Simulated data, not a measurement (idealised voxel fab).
The following is a process module called voxel wiring stack.
Section cut is 280 nm wide and gridded with 5 nm square cells.
If you're reading a cross-section in this doc, picture square cells in a grid; it comes to you as bands, top ones listed first down to the bottom, and a band can be one or more rows of cells. Per band: top height and bottom height in nm, followed by the left-to-right materials and their widths in nm; "edge to edge" marks a single material spanning edge to edge, "empty" marks empty space. Zero point of the height axis is 0; under it, received wafer = one material. Lowest band: continues down indefinitely, "0 -> down". Width "30..40": first value at the band's top row of cells, second value at its bottom row, equal change from row to row. "remains unaltered", as given for a step, is the statement that not any cell of the cross-section underwent a change during that step. Basically, "Closed cavities" tells you about the enclosed voids: empty spaces with no open way to the top, 8 cells or bigger, each written width x height at distance, where distance is from the left edge, all in nm. Step line, after settings: the simulator's comment on this step. overlay nm: mask offset rightward from planned place, masked step; negative means leftward offset.
Planned process steps:
1: RECEIVE: material Si
2: CONFORMAL_DEP: material SiO2, thk nm 10
3: CONFORMAL_DEP: material SiN, thk nm 5
4: DIRECTIONAL_DEP: material lowk, thk nm 15
5: DIRECTIONAL_DEP: material aC, thk nm 10
6: PATTERN: tone open, mask id METAL_1, material resist, width nm 25, pitch nm 40, thk nm 30, overlay nm 0
7: DIRECTIONAL_ETCH: etch materials aC, depth nm 10
8: STRIP: etch materials resist
9: DIRECTIONAL_ETCH: etch materials lowk, depth nm 15
10: DIRECTIONAL_ETCH: etch materials SiN, depth nm 5
11: STRIP: etch materials aC
12: CONFORMAL_DEP: material TiN, thk nm 5
13: FILL_DEP: material Cu, thk nm 5
14: CMP: height nm 30
15: CONFORMAL_DEP: material SiCN, thk nm 5
16: DIRECTIONAL_DEP: material lowk, thk nm 20
17: DIRECTIONAL_DEP: material aC, thk nm 15
18: PATTERN: tone open, mask id PLUG_1, material resist, width nm 15, pitch nm 40, thk nm 35, overlay nm 0
19: DIRECTIONAL_ETCH: etch materials aC, depth nm 15
20: STRIP: etch materials resist
21: DIRECTIONAL_ETCH: etch materials lowk, depth nm 20
22: DIRECTIONAL_ETCH: etch materials SiCN, depth nm 5
23: STRIP: etch materials aC
24: CONFORMAL_DEP: material TiN, thk nm 5
25: FILL_DEP: material Ru, thk nm 5
26: CMP: height nm 55
27: CONFORMAL_DEP: material SiCN, thk nm 5
28: DIRECTIONAL_DEP: material lowk, thk nm 25
29: MASKED_ETCH: tone open, mask id METAL_2, width nm 25, pitch nm 40, etch materials lowk, depth nm 25, overlay nm 0
30: MASKED_ETCH: tone open, mask id METAL_2, width nm 25, pitch nm 40, etch materials SiCN, depth nm 5, overlay nm 0
31: CONFORMAL_DEP: material TiN, thk nm 5
32: FILL_DEP: material Cu, thk nm 5
33: CMP: height nm 85
34: CONFORMAL_DEP: material SiN, thk nm 5
First of two wafers, processed according to plan:
This is the cross-section of the wafer as we received it, i.e. after step 1:
* 0 -> down | Si edge to edge
* Closed cavities: none
Cross-section: wafer state after step 2:
* 10 -> 0 | SiO2 edge to edge
* Below a height of 0, the structure has not been altered.
Cross-section: wafer state after step 3:
* 15 -> 10 | SiN edge to edge
* Below a height of 10, the structure has not been altered.
Cross-section: wafer state after step 4:
* 30 -> 15 | lowk edge to edge
* Below a height of 15, the structure has not been altered.
Cross-section: wafer state after step 5:
* 40 -> 30 | aC edge to edge
* Below a height of 30, the structure has not been altered.
Cross-section: wafer state after step 6:
* 70 -> 40 | resist=105; empty=25; resist=15; empty=25; resist=110
* Below a height of 40, the structure has not been altered.
Cross-section: wafer state after step 7:
* 60 -> 40 | resist=105; empty=25; resist=15; empty=25; resist=110
* 40 -> 30 | aC=105; empty=25; aC=15; empty=25; aC=110
* Below a height of 30, the structure has not been altered.
Cross-section: wafer state after step 8:
* 40 -> 30 | aC=105; empty=25; aC=15; empty=25; aC=110
* Below a height of 30, the structure has not been altered.
Cross-section: wafer state after step 9:
* 40 -> 30 | aC=105; empty=25; aC=15; empty=25; aC=110
* 30 -> 15 | lowk=105; empty=25; lowk=15; empty=25; lowk=110
* Below a height of 15, the structure has not been altered.
Cross-section: wafer state after step 10:
* 40 -> 30 | aC=105; empty=25; aC=15; empty=25; aC=110
* 30 -> 15 | lowk=105; empty=25; lowk=15; empty=25; lowk=110
* 15 -> 10 | SiN=105; empty=25; SiN=15; empty=25; SiN=110
* Below a height of 10, the structure has not been altered.
Cross-section: wafer state after step 11:
* 30 -> 15 | lowk=105; empty=25; lowk=15; empty=25; lowk=110
* Below a height of 15, the structure has not been altered.
Cross-section: wafer state after step 12:
* 35 -> 30 | TiN=110; empty=15; TiN=25; empty=15; TiN=115
* 30 -> 15 | lowk=105; TiN=5; empty=15; TiN=5; lowk=15; TiN=5; empty=15; TiN=5; lowk=110
* 15 -> 10 | SiN=105; TiN=25; SiN=15; TiN=25; SiN=110
* Below a height of 10, the structure has not been altered.
Cross-section: wafer state after step 13:
* 40 -> 35 | Cu edge to edge
* 35 -> 30 | TiN=110; Cu=15; TiN=25; Cu=15; TiN=115
* 30 -> 15 | lowk=105; TiN=5; Cu=15; TiN=5; lowk=15; TiN=5; Cu=15; TiN=5; lowk=110
* Below a height of 15, the structure has not been altered.
Cross-section: wafer state after step 14:
* 30 -> 15 | lowk=105; TiN=5; Cu=15; TiN=5; lowk=15; TiN=5; Cu=15; TiN=5; lowk=110
* Below a height of 15, the structure has not been altered.
Cross-section: wafer state after step 15:
* 35 -> 30 | SiCN edge to edge
* Below a height of 30, the structure has not been altered.
Cross-section: wafer state after step 16:
* 55 -> 35 | lowk edge to edge
* Below a height of 35, the structure has not been altered.
Cross-section: wafer state after step 17:
* 70 -> 55 | aC edge to edge
* Below a height of 55, the structure has not been altered.
Cross-section: wafer state after step 18:
* 105 -> 70 | resist=105; empty=15; resist=25; empty=15; resist=120
* Below a height of 70, the structure has not been altered.
Cross-section: wafer state after step 19:
* 90 -> 70 | resist=105; empty=15; resist=25; empty=15; resist=120
* 70 -> 55 | aC=105; empty=15; aC=25; empty=15; aC=120
* Below a height of 55, the structure has not been altered.
Cross-section: wafer state after step 20:
* 70 -> 55 | aC=105; empty=15; aC=25; empty=15; aC=120
* Below a height of 55, the structure has not been altered.
Cross-section: wafer state after step 21:
* 70 -> 55 | aC=105; empty=15; aC=25; empty=15; aC=120
* 55 -> 35 | lowk=105; empty=15; lowk=25; empty=15; lowk=120
* Below a height of 35, the structure has not been altered.
Cross-section: wafer state after step 22:
* 70 -> 55 | aC=105; empty=15; aC=25; empty=15; aC=120
* 55 -> 35 | lowk=105; empty=15; lowk=25; empty=15; lowk=120
* 35 -> 30 | SiCN=105; empty=15; SiCN=25; empty=15; SiCN=120
* Below a height of 30, the structure has not been altered.
Cross-section: wafer state after step 23:
* 55 -> 35 | lowk=105; empty=15; lowk=25; empty=15; lowk=120
* Below a height of 35, the structure has not been altered.
Cross-section: wafer state after step 24:
* 60 -> 55 | TiN=110; empty=5; TiN=35; empty=5; TiN=125
* 55 -> 35 | lowk=105; TiN=5; empty=5; TiN=5; lowk=25; TiN=5; empty=5; TiN=5; lowk=120
* 35 -> 30 | SiCN=105; TiN=15; SiCN=25; TiN=15; SiCN=120
* Below a height of 30, the structure has not been altered.
Cross-section: wafer state after step 25:
* 65 -> 60 | Ru edge to edge
* 60 -> 55 | TiN=110; Ru=5; TiN=35; Ru=5; TiN=125
* 55 -> 35 | lowk=105; TiN=5; Ru=5; TiN=5; lowk=25; TiN=5; Ru=5; TiN=5; lowk=120
* Below a height of 35, the structure has not been altered.
Cross-section: wafer state after step 26:
* 55 -> 35 | lowk=105; TiN=5; Ru=5; TiN=5; lowk=25; TiN=5; Ru=5; TiN=5; lowk=120
* Below a height of 35, the structure has not been altered.
Cross-section: wafer state after step 27:
* 60 -> 55 | SiCN edge to edge
* Below a height of 55, the structure has not been altered.
Cross-section: wafer state after step 28:
* 85 -> 60 | lowk edge to edge
* Below a height of 60, the structure has not been altered.
Cross-section: wafer state after step 29:
* 85 -> 60 | lowk=105; empty=25; lowk=15; empty=25; lowk=110
* Below a height of 60, the structure has not been altered.
Cross-section: wafer state after step 30:
* 85 -> 60 | lowk=105; empty=25; lowk=15; empty=25; lowk=110
* 60 -> 55 | SiCN=105; empty=25; SiCN=15; empty=25; SiCN=110
* Below a height of 55, the structure has not been altered.
Cross-section: wafer state after step 31:
* 90 -> 85 | TiN=110; empty=15; TiN=25; empty=15; TiN=115
* 85 -> 60 | lowk=105; TiN=5; empty=15; TiN=5; lowk=15; TiN=5; empty=15; TiN=5; lowk=110
* 60 -> 55 | SiCN=105; TiN=25; SiCN=15; TiN=25; SiCN=110
* Below a height of 55, the structure has not been altered.
Cross-section: wafer state after step 32:
* 95 -> 90 | Cu edge to edge
* 90 -> 85 | TiN=110; Cu=15; TiN=25; Cu=15; TiN=115
* 85 -> 60 | lowk=105; TiN=5; Cu=15; TiN=5; lowk=15; TiN=5; Cu=15; TiN=5; lowk=110
* Below a height of 60, the structure has not been altered.
Cross-section: wafer state after step 33:
* 85 -> 60 | lowk=105; TiN=5; Cu=15; TiN=5; lowk=15; TiN=5; Cu=15; TiN=5; lowk=110
* Below a height of 60, the structure has not been altered.
Cross-section: wafer state after step 34:
* 90 -> 85 | SiN edge to edge
* Below a height of 85, the structure has not been altered.
For the second wafer, take the first wafer's start and plan, then add one mistake made in running it; everything through step 1, that step included, is shared with the first:
Here is the second wafer in cross-section at the point where step 2 of the plan should have been done:
* 5 -> 0 | SiN edge to edge
* Below a height of 0, the structure has not been altered.
Here is the second wafer in cross-section at the point where step 3 of the plan should have been done:
* 15 -> 5 | SiO2 edge to edge
* Below a height of 5, the structure has not been altered.
Here is the second wafer in cross-section at the point where step 4 of the plan should have been done:
* 30 -> 15 | lowk edge to edge
* Below a height of 15, the structure has not been altered.
Here is the second wafer in cross-section at the point where step 5 of the plan should have been done:
* 40 -> 30 | aC edge to edge
* Below a height of 30, the structure has not been altered.
Here is the second wafer in cross-section at the point where step 6 of the plan should have been done:
* 70 -> 40 | resist=105; empty=25; resist=15; empty=25; resist=110
* Below a height of 40, the structure has not been altered.
Here is the second wafer in cross-section at the point where step 7 of the plan should have been done:
* 60 -> 40 | resist=105; empty=25; resist=15; empty=25; resist=110
* 40 -> 30 | aC=105; empty=25; aC=15; empty=25; aC=110
* Below a height of 30, the structure has not been altered.
Here is the second wafer in cross-section at the point where step 8 of the plan should have been done:
* 40 -> 30 | aC=105; empty=25; aC=15; empty=25; aC=110
* Below a height of 30, the structure has not been altered.
Here is the second wafer in cross-section at the point where step 9 of the plan should have been done:
* 40 -> 30 | aC=105; empty=25; aC=15; empty=25; aC=110
* 30 -> 15 | lowk=105; empty=25; lowk=15; empty=25; lowk=110
* Below a height of 15, the structure has not been altered.
Here is the second wafer in cross-section at the point where step 10 of the plan should have been done: remains unaltered
Here is the second wafer in cross-section at the point where step 11 of the plan should have been done:
* 30 -> 15 | lowk=105; empty=25; lowk=15; empty=25; lowk=110
* Below a height of 15, the structure has not been altered.
Here is the second wafer in cross-section at the point where step 12 of the plan should have been done:
* 35 -> 30 | TiN=110; empty=15; TiN=25; empty=15; TiN=115
* 30 -> 20 | lowk=105; TiN=5; empty=15; TiN=5; lowk=15; TiN=5; empty=15; TiN=5; lowk=110
* 20 -> 15 | lowk=105; TiN=25; lowk=15; TiN=25; lowk=110
* Below a height of 15, the structure has not been altered.
Here is the second wafer in cross-section at the point where step 13 of the plan should have been done:
* 40 -> 35 | Cu edge to edge
* 35 -> 30 | TiN=110; Cu=15; TiN=25; Cu=15; TiN=115
* 30 -> 20 | lowk=105; TiN=5; Cu=15; TiN=5; lowk=15; TiN=5; Cu=15; TiN=5; lowk=110
* Below a height of 20, the structure has not been altered.
Here is the second wafer in cross-section at the point where step 14 of the plan should have been done:
* 30 -> 20 | lowk=105; TiN=5; Cu=15; TiN=5; lowk=15; TiN=5; Cu=15; TiN=5; lowk=110
* Below a height of 20, the structure has not been altered.
Here is the second wafer in cross-section at the point where step 15 of the plan should have been done:
* 35 -> 30 | SiCN edge to edge
* Below a height of 30, the structure has not been altered.
Here is the second wafer in cross-section at the point where step 16 of the plan should have been done:
* 55 -> 35 | lowk edge to edge
* Below a height of 35, the structure has not been altered.
Here is the second wafer in cross-section at the point where step 17 of the plan should have been done:
* 70 -> 55 | aC edge to edge
* Below a height of 55, the structure has not been altered.
Here is the second wafer in cross-section at the point where step 18 of the plan should have been done:
* 105 -> 70 | resist=105; empty=15; resist=25; empty=15; resist=120
* Below a height of 70, the structure has not been altered.
Here is the second wafer in cross-section at the point where step 19 of the plan should have been done:
* 90 -> 70 | resist=105; empty=15; resist=25; empty=15; resist=120
* 70 -> 55 | aC=105; empty=15; aC=25; empty=15; aC=120
* Below a height of 55, the structure has not been altered.
Here is the second wafer in cross-section at the point where step 20 of the plan should have been done:
* 70 -> 55 | aC=105; empty=15; aC=25; empty=15; aC=120
* Below a height of 55, the structure has not been altered.
Here is the second wafer in cross-section at the point where step 21 of the plan should have been done:
* 70 -> 55 | aC=105; empty=15; aC=25; empty=15; aC=120
* 55 -> 35 | lowk=105; empty=15; lowk=25; empty=15; lowk=120
* Below a height of 35, the structure has not been altered.
Here is the second wafer in cross-section at the point where step 22 of the plan should have been done:
* 70 -> 55 | aC=105; empty=15; aC=25; empty=15; aC=120
* 55 -> 35 | lowk=105; empty=15; lowk=25; empty=15; lowk=120
* 35 -> 30 | SiCN=105; empty=15; SiCN=25; empty=15; SiCN=120
* Below a height of 30, the structure has not been altered.
Here is the second wafer in cross-section at the point where step 23 of the plan should have been done:
* 55 -> 35 | lowk=105; empty=15; lowk=25; empty=15; lowk=120
* Below a height of 35, the structure has not been altered.
Here is the second wafer in cross-section at the point where step 24 of the plan should have been done:
* 60 -> 55 | TiN=110; empty=5; TiN=35; empty=5; TiN=125
* 55 -> 35 | lowk=105; TiN=5; empty=5; TiN=5; lowk=25; TiN=5; empty=5; TiN=5; lowk=120
* 35 -> 30 | SiCN=105; TiN=15; SiCN=25; TiN=15; SiCN=120
* Below a height of 30, the structure has not been altered.
Here is the second wafer in cross-section at the point where step 25 of the plan should have been done:
* 65 -> 60 | Ru edge to edge
* 60 -> 55 | TiN=110; Ru=5; TiN=35; Ru=5; TiN=125
* 55 -> 35 | lowk=105; TiN=5; Ru=5; TiN=5; lowk=25; TiN=5; Ru=5; TiN=5; lowk=120
* Below a height of 35, the structure has not been altered.
Here is the second wafer in cross-section at the point where step 26 of the plan should have been done:
* 55 -> 35 | lowk=105; TiN=5; Ru=5; TiN=5; lowk=25; TiN=5; Ru=5; TiN=5; lowk=120
* Below a height of 35, the structure has not been altered.
Here is the second wafer in cross-section at the point where step 27 of the plan should have been done:
* 60 -> 55 | SiCN edge to edge
* Below a height of 55, the structure has not been altered.
Here is the second wafer in cross-section at the point where step 28 of the plan should have been done:
* 85 -> 60 | lowk edge to edge
* Below a height of 60, the structure has not been altered.
Here is the second wafer in cross-section at the point where step 29 of the plan should have been done:
* 85 -> 60 | lowk=105; empty=25; lowk=15; empty=25; lowk=110
* Below a height of 60, the structure has not been altered.
Here is the second wafer in cross-section at the point where step 30 of the plan should have been done:
* 85 -> 60 | lowk=105; empty=25; lowk=15; empty=25; lowk=110
* 60 -> 55 | SiCN=105; empty=25; SiCN=15; empty=25; SiCN=110
* Below a height of 55, the structure has not been altered.
Here is the second wafer in cross-section at the point where step 31 of the plan should have been done:
* 90 -> 85 | TiN=110; empty=15; TiN=25; empty=15; TiN=115
* 85 -> 60 | lowk=105; TiN=5; empty=15; TiN=5; lowk=15; TiN=5; empty=15; TiN=5; lowk=110
* 60 -> 55 | SiCN=105; TiN=25; SiCN=15; TiN=25; SiCN=110
* Below a height of 55, the structure has not been altered.
Here is the second wafer in cross-section at the point where step 32 of the plan should have been done:
* 95 -> 90 | Cu edge to edge
* 90 -> 85 | TiN=110; Cu=15; TiN=25; Cu=15; TiN=115
* 85 -> 60 | lowk=105; TiN=5; Cu=15; TiN=5; lowk=15; TiN=5; Cu=15; TiN=5; lowk=110
* Below a height of 60, the structure has not been altered.
Here is the second wafer in cross-section at the point where step 33 of the plan should have been done:
* 85 -> 60 | lowk=105; TiN=5; Cu=15; TiN=5; lowk=15; TiN=5; Cu=15; TiN=5; lowk=110
* Below a height of 60, the structure has not been altered.
Here is the second wafer in cross-section at the point where step 34 of the plan should have been done:
* 90 -> 85 | SiN edge to edge
* Below a height of 85, the structure has not been altered.
Here's what went sideways: plan vs actual: 2 and 3 interchanged
The second wafer ends with more or fewer cells of some materials than the first, per final count: 6 fewer of Cu, 10 more of SiN, 4 fewer of TiN
